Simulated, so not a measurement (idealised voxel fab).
This section sets out a process module, namely voxel wiring stack.
FYI the section here is cut, 280 nm wide, cells are 5 nm squares.
Square cells in a grid make up a cross-section in this document, and the grid is given as bands, listed from the top down, each one or more rows of cells.
The entry gives the band's vertical extent as a top height and a bottom height in nm, then its horizontal make-up as materials from left to right, each with a width in nm. "blank" stands for empty space; a single material marked "all across" fills the band edge to edge.
Note: height 0 marks the level under which the wafer is uniformly one material as received. Lowest band unbounded below, written "0 down".
The notation "30->40" denotes a width that varies across the rows of cells in the band, beginning at the first number in the top row, finishing at the second number in the bottom row, and changing by an identical amount from each row to the next.
You'll sometimes find "nothing changed" written for a step, and that's the way of saying that nowhere in the cross-section did a cell change during that step.
Voids not open to the top, 8 cells minimum: see "Closed void listing". Written width x height at distance; distance is from the left edge; nm.
On each step's line, the part that comes after the settings is the simulator's own comment on the step.
Among the settings permitted on a step's line is "overlay nm"; applied to a step with a mask, it specifies the extent to which the mask lay to the right of its planned position, whereas a negative figure signifies a position to the left.
## Process steps (planned)
1,RECEIVE [material Si]
2,CONFORMAL_DEP [material SiO2] [thk nm 15]
3,DIRECTIONAL_DEP [material TiN] [thk nm 5]
4,DIRECTIONAL_DEP [material Ru] [thk nm 25]
5,MASKED_ETCH [tone cover] [mask id METAL_1] [width nm 20] [pitch nm 50] [etch materials Ru] [depth nm 25] [overlay nm 0]
6,MASKED_ETCH [tone cover] [mask id METAL_1] [width nm 20] [pitch nm 50] [etch materials TiN] [depth nm 5] [overlay nm 0]
7,CONFORMAL_DEP [material SiCN] [thk nm 5]
8,FILL_DEP [material SiO2] [thk nm 5]
9,CMP [height nm 45]
10,CONFORMAL_DEP [material SiCN] [thk nm 5]
11,DIRECTIONAL_DEP [material lowk] [thk nm 20]
12,PATTERN [tone open] [mask id PLUG_1] [material resist] [width nm 15] [pitch nm 100] [thk nm 15] [overlay nm 0]
13,DIRECTIONAL_ETCH [etch materials lowk] [depth nm 20]
14,DIRECTIONAL_ETCH [etch materials SiCN] [depth nm 5]
15,STRIP [etch materials resist]
16,CONFORMAL_DEP [material TiN] [thk nm 5]
17,FILL_DEP [material W] [thk nm 5]
18,CMP [height nm 70]
19,DIRECTIONAL_DEP [material TiN] [thk nm 5]
20,DIRECTIONAL_DEP [material Ru] [thk nm 20]
21,DIRECTIONAL_DEP [material aC] [thk nm 10]
22,PATTERN [tone cover] [mask id METAL_2] [material resist] [width nm 20] [pitch nm 50] [thk nm 30] [overlay nm 0]
23,DIRECTIONAL_ETCH [etch materials aC] [depth nm 10]
24,STRIP [etch materials resist]
25,DIRECTIONAL_ETCH [etch materials Ru] [depth nm 20]
26,DIRECTIONAL_ETCH [etch materials TiN] [depth nm 5]
27,STRIP [etch materials aC]
28,CONFORMAL_DEP [material SiN] [thk nm 5]
29,FILL_DEP [material lowk] [thk nm 5]
30,CMP [height nm 95]
31,CONFORMAL_DEP [material SiCN] [thk nm 5]
32,DIRECTIONAL_DEP [material lowk] [thk nm 25]
33,MASKED_ETCH [tone open] [mask id METAL_3_HOLES] [width nm 15] [pitch nm 100] [etch materials lowk] [depth nm 25] [overlay nm 0]
34,PATTERN [tone open] [mask id METAL_3] [material resist] [width nm 20] [pitch nm 50] [thk nm 20] [overlay nm 0]
35,DIRECTIONAL_ETCH [etch materials lowk] [depth nm 15]
36,DIRECTIONAL_ETCH [etch materials SiCN] [depth nm 5]
37,STRIP [etch materials resist]
38,CONFORMAL_DEP [material TiN] [thk nm 5]
39,FILL_DEP [material Cu] [thk nm 5]
40,CMP [height nm 125]
41,CONFORMAL_DEP [material SiN] [thk nm 5]
## Wafer, first of two, run as planned
## Shown in cross-section is the wafer as received, that is, as it stands after step 1
0 down  Si all across
Closed void listing: none
## Step 2 done - wafer cross-section
15 to 0  SiO2 all across
Heights below 0 show no change.
## Step 3 done - wafer cross-section
20 to 15  TiN all across
Heights below 15 show no change.
## Step 4 done - wafer cross-section
45 to 20  Ru all across
Heights below 20 show no change.
## Step 5 done - wafer cross-section
45 to 20  80 nm blank / 20 nm Ru / 30 nm blank / 20 nm Ru / 30 nm blank / 20 nm Ru / 80 nm blank
Heights below 20 show no change.
## Step 6 done - wafer cross-section
45 to 20  80 nm blank / 20 nm Ru / 30 nm blank / 20 nm Ru / 30 nm blank / 20 nm Ru / 80 nm blank
20 to 15  80 nm blank / 20 nm TiN / 30 nm blank / 20 nm TiN / 30 nm blank / 20 nm TiN / 80 nm blank
Heights below 15 show no change.
## Step 7 done - wafer cross-section
50 to 45  75 nm blank / 30 nm SiCN / 20 nm blank / 30 nm SiCN / 20 nm blank / 30 nm SiCN / 75 nm blank
45 to 20  75 nm blank / 5 nm SiCN / 20 nm Ru / 5 nm SiCN / 20 nm blank / 5 nm SiCN / 20 nm Ru / 5 nm SiCN / 20 nm blank / 5 nm SiCN / 20 nm Ru / 5 nm SiCN / 75 nm blank
20 to 15  80 nm SiCN / 20 nm TiN / 30 nm SiCN / 20 nm TiN / 30 nm SiCN / 20 nm TiN / 80 nm SiCN
Heights below 15 show no change.
## Step 8 done - wafer cross-section
55 to 50  SiO2 all across
50 to 45  75 nm SiO2 / 30 nm SiCN / 20 nm SiO2 / 30 nm SiCN / 20 nm SiO2 / 30 nm SiCN / 75 nm SiO2
45 to 20  75 nm SiO2 / 5 nm SiCN / 20 nm Ru / 5 nm SiCN / 20 nm SiO2 / 5 nm SiCN / 20 nm Ru / 5 nm SiCN / 20 nm SiO2 / 5 nm SiCN / 20 nm Ru / 5 nm SiCN / 75 nm SiO2
Heights below 20 show no change.
## Step 9 done - wafer cross-section
45 to 20  75 nm SiO2 / 5 nm SiCN / 20 nm Ru / 5 nm SiCN / 20 nm SiO2 / 5 nm SiCN / 20 nm Ru / 5 nm SiCN / 20 nm SiO2 / 5 nm SiCN / 20 nm Ru / 5 nm SiCN / 75 nm SiO2
Heights below 20 show no change.
## Step 10 done - wafer cross-section
50 to 45  SiCN all across
Heights below 45 show no change.
## Step 11 done - wafer cross-section
70 to 50  lowk all across
Heights below 50 show no change.
## Step 12 done - wafer cross-section
85 to 70  80 nm resist / 15 nm blank / 85 nm resist / 15 nm blank / 85 nm resist
Heights below 70 show no change.
## Step 13 done - wafer cross-section
85 to 70  80 nm resist / 15 nm blank / 85 nm resist / 15 nm blank / 85 nm resist
70 to 50  80 nm lowk / 15 nm blank / 85 nm lowk / 15 nm blank / 85 nm lowk
Heights below 50 show no change.
## Step 14 done - wafer cross-section
85 to 70  80 nm resist / 15 nm blank / 85 nm resist / 15 nm blank / 85 nm resist
70 to 50  80 nm lowk / 15 nm blank / 85 nm lowk / 15 nm blank / 85 nm lowk
50 to 45  80 nm SiCN / 15 nm blank / 85 nm SiCN / 15 nm blank / 85 nm SiCN
Heights below 45 show no change.
## Step 15 done - wafer cross-section
70 to 50  80 nm lowk / 15 nm blank / 85 nm lowk / 15 nm blank / 85 nm lowk
Heights below 50 show no change.
## Step 16 done - wafer cross-section
75 to 70  85 nm TiN / 5 nm blank / 95 nm TiN / 5 nm blank / 90 nm TiN
70 to 50  80 nm lowk / 5 nm TiN / 5 nm blank / 5 nm TiN / 85 nm lowk / 5 nm TiN / 5 nm blank / 5 nm TiN / 85 nm lowk
50 to 45  80 nm SiCN / 15 nm TiN / 85 nm SiCN / 15 nm TiN / 85 nm SiCN
Heights below 45 show no change.
## Step 17 done - wafer cross-section
80 to 75  W all across
75 to 70  85 nm TiN / 5 nm W / 95 nm TiN / 5 nm W / 90 nm TiN
70 to 50  80 nm lowk / 5 nm TiN / 5 nm W / 5 nm TiN / 85 nm lowk / 5 nm TiN / 5 nm W / 5 nm TiN / 85 nm lowk
Heights below 50 show no change.
## Step 18 done - wafer cross-section
70 to 50  80 nm lowk / 5 nm TiN / 5 nm W / 5 nm TiN / 85 nm lowk / 5 nm TiN / 5 nm W / 5 nm TiN / 85 nm lowk
Heights below 50 show no change.
## Step 19 done - wafer cross-section
75 to 70  TiN all across
Heights below 70 show no change.
## Step 20 done - wafer cross-section
95 to 75  Ru all across
Heights below 75 show no change.
## Step 21 done - wafer cross-section
105 to 95  aC all across
Heights below 95 show no change.
## Step 22 done - wafer cross-section
135 to 105  80 nm blank / 20 nm resist / 30 nm blank / 20 nm resist / 30 nm blank / 20 nm resist / 80 nm blank
Heights below 105 show no change.
## Step 23 done - wafer cross-section
125 to 105  80 nm blank / 20 nm resist / 30 nm blank / 20 nm resist / 30 nm blank / 20 nm resist / 80 nm blank
105 to 95  80 nm blank / 20 nm aC / 30 nm blank / 20 nm aC / 30 nm blank / 20 nm aC / 80 nm blank
Heights below 95 show no change.
## Step 24 done - wafer cross-section
105 to 95  80 nm blank / 20 nm aC / 30 nm blank / 20 nm aC / 30 nm blank / 20 nm aC / 80 nm blank
Heights below 95 show no change.
## Step 25 done - wafer cross-section
105 to 95  80 nm blank / 20 nm aC / 30 nm blank / 20 nm aC / 30 nm blank / 20 nm aC / 80 nm blank
95 to 75  80 nm blank / 20 nm Ru / 30 nm blank / 20 nm Ru / 30 nm blank / 20 nm Ru / 80 nm blank
Heights below 75 show no change.
## Step 26 done - wafer cross-section
105 to 95  80 nm blank / 20 nm aC / 30 nm blank / 20 nm aC / 30 nm blank / 20 nm aC / 80 nm blank
95 to 75  80 nm blank / 20 nm Ru / 30 nm blank / 20 nm Ru / 30 nm blank / 20 nm Ru / 80 nm blank
75 to 70  80 nm blank / 20 nm TiN / 30 nm blank / 20 nm TiN / 30 nm blank / 20 nm TiN / 80 nm blank
Heights below 70 show no change.
## Step 27 done - wafer cross-section
95 to 75  80 nm blank / 20 nm Ru / 30 nm blank / 20 nm Ru / 30 nm blank / 20 nm Ru / 80 nm blank
Heights below 75 show no change.
## Step 28 done - wafer cross-section
100 to 95  75 nm blank / 30 nm SiN / 20 nm blank / 30 nm SiN / 20 nm blank / 30 nm SiN / 75 nm blank
95 to 75  75 nm blank / 5 nm SiN / 20 nm Ru / 5 nm SiN / 20 nm blank / 5 nm SiN / 20 nm Ru / 5 nm SiN / 20 nm blank / 5 nm SiN / 20 nm Ru / 5 nm SiN / 75 nm blank
75 to 70  80 nm SiN / 20 nm TiN / 30 nm SiN / 20 nm TiN / 30 nm SiN / 20 nm TiN / 80 nm SiN
Heights below 70 show no change.
## Step 29 done - wafer cross-section
105 to 100  lowk all across
100 to 95  75 nm lowk / 30 nm SiN / 20 nm lowk / 30 nm SiN / 20 nm lowk / 30 nm SiN / 75 nm lowk
95 to 75  75 nm lowk / 5 nm SiN / 20 nm Ru / 5 nm SiN / 20 nm lowk / 5 nm SiN / 20 nm Ru / 5 nm SiN / 20 nm lowk / 5 nm SiN / 20 nm Ru / 5 nm SiN / 75 nm lowk
Heights below 75 show no change.
## Step 30 done - wafer cross-section
95 to 75  75 nm lowk / 5 nm SiN / 20 nm Ru / 5 nm SiN / 20 nm lowk / 5 nm SiN / 20 nm Ru / 5 nm SiN / 20 nm lowk / 5 nm SiN / 20 nm Ru / 5 nm SiN / 75 nm lowk
Heights below 75 show no change.
## Step 31 done - wafer cross-section
100 to 95  SiCN all across
Heights below 95 show no change.
## Step 32 done - wafer cross-section
125 to 100  lowk all across
Heights below 100 show no change.
## Step 33 done - wafer cross-section
125 to 100  80 nm lowk / 15 nm blank / 85 nm lowk / 15 nm blank / 85 nm lowk
Heights below 100 show no change.
## Step 34 done - wafer cross-section
145 to 125  80 nm resist / 20 nm blank / 30 nm resist / 20 nm blank / 30 nm resist / 20 nm blank / 80 nm resist
Heights below 125 show no change.
## Step 35 done - wafer cross-section
145 to 125  80 nm resist / 20 nm blank / 30 nm resist / 20 nm blank / 30 nm resist / 20 nm blank / 80 nm resist
125 to 110  80 nm lowk / 20 nm blank / 30 nm lowk / 20 nm blank / 30 nm lowk / 20 nm blank / 80 nm lowk
Heights below 110 show no change.
## Step 36 done - wafer cross-section
145 to 125  80 nm resist / 20 nm blank / 30 nm resist / 20 nm blank / 30 nm resist / 20 nm blank / 80 nm resist
125 to 110  80 nm lowk / 20 nm blank / 30 nm lowk / 20 nm blank / 30 nm lowk / 20 nm blank / 80 nm lowk
110 to 100  80 nm lowk / 15 nm blank / 85 nm lowk / 15 nm blank / 85 nm lowk
100 to 95  80 nm SiCN / 15 nm blank / 85 nm SiCN / 15 nm blank / 85 nm SiCN
Heights below 95 show no change.
## Step 37 done - wafer cross-section
125 to 110  80 nm lowk / 20 nm blank / 30 nm lowk / 20 nm blank / 30 nm lowk / 20 nm blank / 80 nm lowk
Heights below 110 show no change.
## Step 38 done - wafer cross-section
130 to 125  85 nm TiN / 10 nm blank / 40 nm TiN / 10 nm blank / 40 nm TiN / 10 nm blank / 85 nm TiN
125 to 115  80 nm lowk / 5 nm TiN / 10 nm blank / 5 nm TiN / 30 nm lowk / 5 nm TiN / 10 nm blank / 5 nm TiN / 30 nm lowk / 5 nm TiN / 10 nm blank / 5 nm TiN / 80 nm lowk
115 to 110  80 nm lowk / 5 nm TiN / 5 nm blank / 10 nm TiN / 30 nm lowk / 20 nm TiN / 30 nm lowk / 5 nm TiN / 5 nm blank / 10 nm TiN / 80 nm lowk
110 to 100  80 nm lowk / 5 nm TiN / 5 nm blank / 5 nm TiN / 85 nm lowk / 5 nm TiN / 5 nm blank / 5 nm TiN / 85 nm lowk
100 to 95  80 nm SiCN / 15 nm TiN / 85 nm SiCN / 15 nm TiN / 85 nm SiCN
Heights below 95 show no change.
## Step 39 done - wafer cross-section
135 to 130  Cu all across
130 to 125  85 nm TiN / 10 nm Cu / 40 nm TiN / 10 nm Cu / 40 nm TiN / 10 nm Cu / 85 nm TiN
125 to 115  80 nm lowk / 5 nm TiN / 10 nm Cu / 5 nm TiN / 30 nm lowk / 5 nm TiN / 10 nm Cu / 5 nm TiN / 30 nm lowk / 5 nm TiN / 10 nm Cu / 5 nm TiN / 80 nm lowk
115 to 110  80 nm lowk / 5 nm TiN / 5 nm Cu / 10 nm TiN / 30 nm lowk / 20 nm TiN / 30 nm lowk / 5 nm TiN / 5 nm Cu / 10 nm TiN / 80 nm lowk
110 to 100  80 nm lowk / 5 nm TiN / 5 nm Cu / 5 nm TiN / 85 nm lowk / 5 nm TiN / 5 nm Cu / 5 nm TiN / 85 nm lowk
Heights below 100 show no change.
## Step 40 done - wafer cross-section
125 to 115  80 nm lowk / 5 nm TiN / 10 nm Cu / 5 nm TiN / 30 nm lowk / 5 nm TiN / 10 nm Cu / 5 nm TiN / 30 nm lowk / 5 nm TiN / 10 nm Cu / 5 nm TiN / 80 nm lowk
Heights below 115 show no change.
## Step 41 done - wafer cross-section
130 to 125  SiN all across
Heights below 125 show no change.
## Second wafer, same starting state and plan as the first, one mistake in the run, identical through step 33
## Cross-section of the second wafer corresponding to the planned conclusion of step 34
145 to 125  80 nm blank / 20 nm resist / 30 nm blank / 20 nm resist / 30 nm blank / 20 nm resist / 80 nm blank
125 to 100  80 nm lowk / 15 nm resist / 85 nm lowk / 15 nm resist / 85 nm lowk
Heights below 100 show no change.
## Cross-section of the second wafer corresponding to the planned conclusion of step 35
145 to 125  80 nm blank / 20 nm resist / 30 nm blank / 20 nm resist / 30 nm blank / 20 nm resist / 80 nm blank
125 to 110  80 nm blank / 15 nm resist / 5 nm lowk / 30 nm blank / 20 nm lowk / 30 nm blank / 15 nm resist / 5 nm lowk / 80 nm blank
Heights below 110 show no change.
Cross-section of the second wafer corresponding to the planned conclusion of step 36: nothing changed
## Cross-section of the second wafer corresponding to the planned conclusion of step 37
125 to 110  95 nm blank / 5 nm lowk / 30 nm blank / 20 nm lowk / 45 nm blank / 5 nm lowk / 80 nm blank
110 to 100  80 nm lowk / 15 nm blank / 85 nm lowk / 15 nm blank / 85 nm lowk
Heights below 100 show no change.
## Cross-section of the second wafer corresponding to the planned conclusion of step 38
130 to 125  90 nm blank / 15 nm TiN / 20 nm blank / 30 nm TiN / 35 nm blank / 15 nm TiN / 75 nm blank
125 to 115  90 nm blank / 5 nm TiN / 5 nm lowk / 5 nm TiN / 20 nm blank / 5 nm TiN / 20 nm lowk / 5 nm TiN / 35 nm blank / 5 nm TiN / 5 nm lowk / 5 nm TiN / 75 nm blank
115 to 110  85 nm TiN / 5 nm blank / 5 nm TiN / 5 nm lowk / 30 nm TiN / 20 nm lowk / 35 nm TiN / 5 nm blank / 5 nm TiN / 5 nm lowk / 80 nm TiN
110 to 105  80 nm lowk / 5 nm TiN / 5 nm blank / 5 nm TiN / 85 nm lowk / 5 nm TiN / 5 nm blank / 5 nm TiN / 85 nm lowk
105 to 100  80 nm lowk / 15 nm TiN / 85 nm lowk / 15 nm TiN / 85 nm lowk
Heights below 100 show no change.
## Cross-section of the second wafer corresponding to the planned conclusion of step 39
135 to 130  Cu all across
130 to 125  90 nm Cu / 15 nm TiN / 20 nm Cu / 30 nm TiN / 35 nm Cu / 15 nm TiN / 75 nm Cu
125 to 115  90 nm Cu / 5 nm TiN / 5 nm lowk / 5 nm TiN / 20 nm Cu / 5 nm TiN / 20 nm lowk / 5 nm TiN / 35 nm Cu / 5 nm TiN / 5 nm lowk / 5 nm TiN / 75 nm Cu
115 to 110  85 nm TiN / 5 nm Cu / 5 nm TiN / 5 nm lowk / 30 nm TiN / 20 nm lowk / 35 nm TiN / 5 nm Cu / 5 nm TiN / 5 nm lowk / 80 nm TiN
110 to 105  80 nm lowk / 5 nm TiN / 5 nm Cu / 5 nm TiN / 85 nm lowk / 5 nm TiN / 5 nm Cu / 5 nm TiN / 85 nm lowk
Heights below 105 show no change.
## Cross-section of the second wafer corresponding to the planned conclusion of step 40
125 to 115  90 nm Cu / 5 nm TiN / 5 nm lowk / 5 nm TiN / 20 nm Cu / 5 nm TiN / 20 nm lowk / 5 nm TiN / 35 nm Cu / 5 nm TiN / 5 nm lowk / 5 nm TiN / 75 nm Cu
Heights below 115 show no change.
## Cross-section of the second wafer corresponding to the planned conclusion of step 41
130 to 125  SiN all across
Heights below 125 show no change.
what went wrong: not per plan at step 34, really ran PATTERN [tone cover] [mask id METAL_3] [material resist] [width nm 20] [pitch nm 50] [thk nm 20] [overlay nm 0]
In the final state, the cell counts of the second wafer exceed or fall short of those of the first for the following materials: +74 Cu; +6 SiCN; +34 TiN; -114 lowk
